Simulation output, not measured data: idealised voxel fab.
process module | voxel capacitor over wiring
cross-section cut | 180 nm wide | cells 5 nm
A cross-section is a grid of square cells, given in bands from the top down. A band is one or more rows of cells.
Each band's line starts with the height of the band's top and of its bottom, in nm. Then come its materials from left to right, each with its width in nm. One material with "throughout" fills the band from edge to edge. "air" is empty space.
Height 0 is the level under which the wafer as received is all one material. The lowest band goes on downwards, as in "0 down".
A width such as "30 to 40" changes by the same amount from each row of cells to the next, from the band's top row to its bottom row.
"no change" after a step means that no cell of the cross-section changed.
closed voids: empty space of 8 cells or more with no open way to the top, each as width x height at its distance from the left edge, in nm
after a step's settings: what the simulator itself notes on the step
overlay nm, on a step with a mask: how far to the right of its planned place the mask lay; to the left if negative
plan
1 op RECEIVE | material Si
2 op CONFORMAL_DEP | material SiO2 | thk nm 10
3 op CONFORMAL_DEP | material SiN | thk nm 5
4 op DIRECTIONAL_DEP | material lowk | thk nm 15
5 op DIRECTIONAL_DEP | material aC | thk nm 10
6 op PATTERN | tone open | mask id METAL_1 | material resist | width nm 20 | pitch nm 80 | thk nm 30 | overlay nm 0
7 op DIRECTIONAL_ETCH | etch materials aC | depth nm 10
8 op STRIP | etch materials resist
9 op DIRECTIONAL_ETCH | etch materials lowk | depth nm 15
10 op DIRECTIONAL_ETCH | etch materials SiN | depth nm 5
11 op STRIP | etch materials aC
12 op CONFORMAL_DEP | material TiN | thk nm 5
13 op FILL_DEP | material W | thk nm 10
14 op CMP | height nm 30
15 op EPI | material Ru | thk nm 5
16 op FILL_DEP | material SiCN | thk nm 5
17 op DIRECTIONAL_DEP | material lowk | thk nm 20
18 op MASKED_ETCH | tone open | mask id PLUG_1 | width nm 15 | etch materials lowk | depth nm 20 | overlay nm 0
19 op MASKED_ETCH | tone open | mask id PLUG_1 | width nm 15 | etch materials SiCN | depth nm 5 | overlay nm 0
20 op CONFORMAL_DEP | material TiN | thk nm 5
21 op FILL_DEP | material Cu | thk nm 10
22 op CMP | height nm 60
23 op DIRECTIONAL_DEP | material TiN | thk nm 10
24 op DIRECTIONAL_DEP | material Al2O3 | thk nm 5
25 op DIRECTIONAL_DEP | material TiN | thk nm 10
26 op DIRECTIONAL_DEP | material aC | thk nm 10
27 op PATTERN | tone cover | mask id UPPER_PLATE | material resist | width nm 65 | thk nm 30 | overlay nm 0
28 op DIRECTIONAL_ETCH | etch materials aC | depth nm 10
29 op STRIP | etch materials resist
30 op DIRECTIONAL_ETCH | etch materials TiN | depth nm 10
31 op DIRECTIONAL_ETCH | etch materials Al2O3 | depth nm 5
32 op STRIP | etch materials aC
33 op DIRECTIONAL_DEP | material aC | thk nm 15
34 op PATTERN | tone cover | mask id LOWER_PLATE | material resist | width nm 75 | thk nm 30 | overlay nm 0
35 op DIRECTIONAL_ETCH | etch materials aC | depth nm 15
36 op STRIP | etch materials resist
37 op DIRECTIONAL_ETCH | etch materials TiN | depth nm 10
38 op STRIP | etch materials aC
39 op FILL_DEP | material SiO2 | thk nm 15
40 op CMP | height nm 95
41 op MASKED_ETCH | tone open | mask id PLUG_2 | width nm 15 | etch materials SiO2 | depth nm 10 | overlay nm 0
42 op CONFORMAL_DEP | material TiN | thk nm 5
43 op FILL_DEP | material W | thk nm 10
44 op CMP | height nm 95
45 op CONFORMAL_DEP | material SiCN | thk nm 5
as received, after step 1
  0 down: Si throughout
  closed voids: none
first wafer at the end, as planned
  100 to 95: SiCN throughout
  95 to 90: SiO2 55 | TiN 5 | W 5 | TiN 5 | SiO2 110
  90 to 85: SiO2 55 | TiN 15 | SiO2 110
  85 to 75: SiO2 45 | TiN 65 | SiO2 70
  75 to 70: SiO2 45 | Al2O3 65 | SiO2 70
  70 to 60: SiO2 40 | TiN 75 | SiO2 65
  60 to 40: lowk 45 | TiN 5 | Cu 5 | TiN 5 | lowk 120
  40 to 35: SiCN 45 | TiN 15 | SiCN 120
  35 to 30: SiCN 35 | Ru 30 | SiCN 50 | Ru 30 | SiCN 35
  30 to 15: lowk 40 | TiN 5 | W 10 | TiN 5 | lowk 60 | TiN 5 | W 10 | TiN 5 | lowk 40
  15 to 10: SiN 40 | TiN 20 | SiN 60 | TiN 20 | SiN 40
  10 to 0: SiO2 throughout
  0 down: Si throughout
  closed voids: none
second wafer at the end: like start, like plan, one mistake
  100 to 95: SiCN throughout
  95 to 90: SiO2 55 | TiN 5 | W 5 | TiN 5 | SiO2 110
  90 to 85: SiO2 55 | TiN 15 | SiO2 110
  85 to 75: SiO2 45 | TiN 70 | SiO2 65
  75 to 70: SiO2 45 | Al2O3 70 | SiO2 65
  70 to 60: SiO2 40 | TiN 75 | SiO2 65
  60 to 40: lowk 45 | TiN 5 | Cu 5 | TiN 5 | lowk 120
  40 to 35: SiCN 45 | TiN 15 | SiCN 120
  35 to 30: SiCN 35 | Ru 30 | SiCN 50 | Ru 30 | SiCN 35
  30 to 15: lowk 40 | TiN 5 | W 10 | TiN 5 | lowk 60 | TiN 5 | W 10 | TiN 5 | lowk 40
  15 to 10: SiN 40 | TiN 20 | SiN 60 | TiN 20 | SiN 40
  10 to 0: SiO2 throughout
  0 down: Si throughout
  closed voids: none
what went wrong: step 27 ran as: op PATTERN | tone cover | mask id UPPER_PLATE | material resist | width nm 70 | thk nm 30 | overlay nm 0
at the end the second wafer has, in cells: 1 more of Al2O3 | 3 fewer of SiO2 | 2 more of TiN
